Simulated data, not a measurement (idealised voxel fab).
The document below concerns the process module designated voxel capacitor over wiring.
Square cells of 5 nm make up the cross-section cut, whose width is 295 nm.
Heads up, the way a cross-section reads in here is a grid of square cells, handed over as bands from the top down, with every band being one or more rows of cells.
This entry defines a band. It first specifies the height of the band's top and the height of its bottom in nm, and then specifies the band's materials from left to right, stating each material with its width in nm. The word "everywhere" identifies a single material that fills the band from edge to edge, while the word "air" identifies empty space.
Height datum 0, below which the as-received substrate wafer is one material. Lowest band open at the bottom, running downward: "0 down".
Per-row width for "30 to 40": begins at first number (top row of band), ends at second number (bottom row), increment between rows held constant.
Reading "no change occurred" for a step: not a cell of the cross-section changed in it.
Heads up: "Entrapped void list" only lists the empty pockets with no open path to the top that are 8 cells or more, and it writes them as width x height at distance, distance from the left edge, in nm.
Where a step's line continues beyond its settings, the continuation is a remark by the simulator itself on that step.
You can add "overlay nm" to a step's line. For a step with a mask, it describes how far the mask lay to the right of its planned position, and a negative number describes a lay to the left.

plan
step 1: RECEIVE (material Si)
step 2: CONFORMAL_DEP (material SiO2; thk nm 15)
step 3: CONFORMAL_DEP (material SiCN; thk nm 5)
step 4: DIRECTIONAL_DEP (material SiO2; thk nm 20)
step 5: MASKED_ETCH (tone open; mask id METAL_1; width nm 20; pitch nm 85; etch materials SiO2; depth nm 20; overlay nm 0)
step 6: MASKED_ETCH (tone open; mask id METAL_1; width nm 20; pitch nm 85; etch materials SiCN; depth nm 5; overlay nm 0)
step 7: CONFORMAL_DEP (material TiN; thk nm 5)
step 8: FILL_DEP (material Cu; thk nm 10)
step 9: CMP (height nm 35)
step 10: CONFORMAL_DEP (material SiCN; thk nm 5)
step 11: DIRECTIONAL_DEP (material SiO2; thk nm 10)
step 12: DIRECTIONAL_DEP (material aC; thk nm 15)
step 13: PATTERN (tone open; mask id PLUG_1; material resist; width nm 15; thk nm 35; overlay nm 0)
step 14: DIRECTIONAL_ETCH (etch materials aC; depth nm 15)
step 15: STRIP (etch materials resist)
step 16: DIRECTIONAL_ETCH (etch materials SiO2; depth nm 10)
step 17: DIRECTIONAL_ETCH (etch materials SiCN; depth nm 5)
step 18: STRIP (etch materials aC)
step 19: EPI (material Ru; thk nm 10)
step 20: EPI (material Ru; thk nm 5)
step 21: DIRECTIONAL_DEP (material TiN; thk nm 10)
step 22: DIRECTIONAL_DEP (material SiN; thk nm 5)
step 23: DIRECTIONAL_DEP (material TiN; thk nm 5)
step 24: DIRECTIONAL_DEP (material aC; thk nm 15)
step 25: PATTERN (tone cover; mask id UPPER_PLATE; material resist; width nm 70; thk nm 30; overlay nm 0)
step 26: DIRECTIONAL_ETCH (etch materials aC; depth nm 15)
step 27: STRIP (etch materials resist)
step 28: DIRECTIONAL_ETCH (etch materials TiN; depth nm 5)
step 29: DIRECTIONAL_ETCH (etch materials SiN; depth nm 5)
step 30: STRIP (etch materials aC)
step 31: DIRECTIONAL_DEP (material aC; thk nm 15)
step 32: PATTERN (tone cover; mask id LOWER_PLATE; material resist; width nm 80; thk nm 30; overlay nm 0)
step 33: DIRECTIONAL_ETCH (etch materials aC; depth nm 15)
step 34: STRIP (etch materials resist)
step 35: DIRECTIONAL_ETCH (etch materials TiN; depth nm 10)
step 36: STRIP (etch materials aC)
step 37: FILL_DEP (material SiO2; thk nm 15)
step 38: CMP (height nm 85)
step 39: DIRECTIONAL_DEP (material aC; thk nm 10)
step 40: PATTERN (tone open; mask id PLUG_2; material resist; width nm 15; thk nm 25; overlay nm 0)
step 41: DIRECTIONAL_ETCH (etch materials aC; depth nm 10)
step 42: STRIP (etch materials resist)
step 43: DIRECTIONAL_ETCH (etch materials SiO2; depth nm 10)
step 44: STRIP (etch materials aC)
step 45: CONFORMAL_DEP (material TiN; thk nm 5)
step 46: FILL_DEP (material Cu; thk nm 5)
step 47: CMP (height nm 85)
step 48: CONFORMAL_DEP (material SiN; thk nm 5)
The value of height nm given for step 9 in the plan refers to the first wafer; the wafers vary in this setting and are alike at the start.

Received condition of the first of several wafers, sectioned: post-step 1
    0 down = Si everywhere
    Entrapped void list: none

Row per wafer, end-of-module: cell gain (+)/loss (-) by material since the wafer came in, then closed voids
height nm 35 | +13 Cu | +9 Ru | +107 SiCN | +73 SiN | +789 SiO2 | +71 TiN | Entrapped void list: none
height nm 40 | +17 Cu | +9 Ru | +107 SiCN | +73 SiN | +781 SiO2 | +75 TiN | Entrapped void list: none
height nm 45 | +20 Cu | +9 Ru | +107 SiCN | +73 SiN | +725 SiO2 | +128 TiN | Entrapped void list: none
height nm 50 | +79 Cu | +9 Ru | +107 SiCN | +73 SiN | +669 SiO2 | +125 TiN | Entrapped void list: none
height nm 55 | +138 Cu | +9 Ru | +107 SiCN | +73 SiN | +624 SiO2 | +111 TiN | Entrapped void list: none
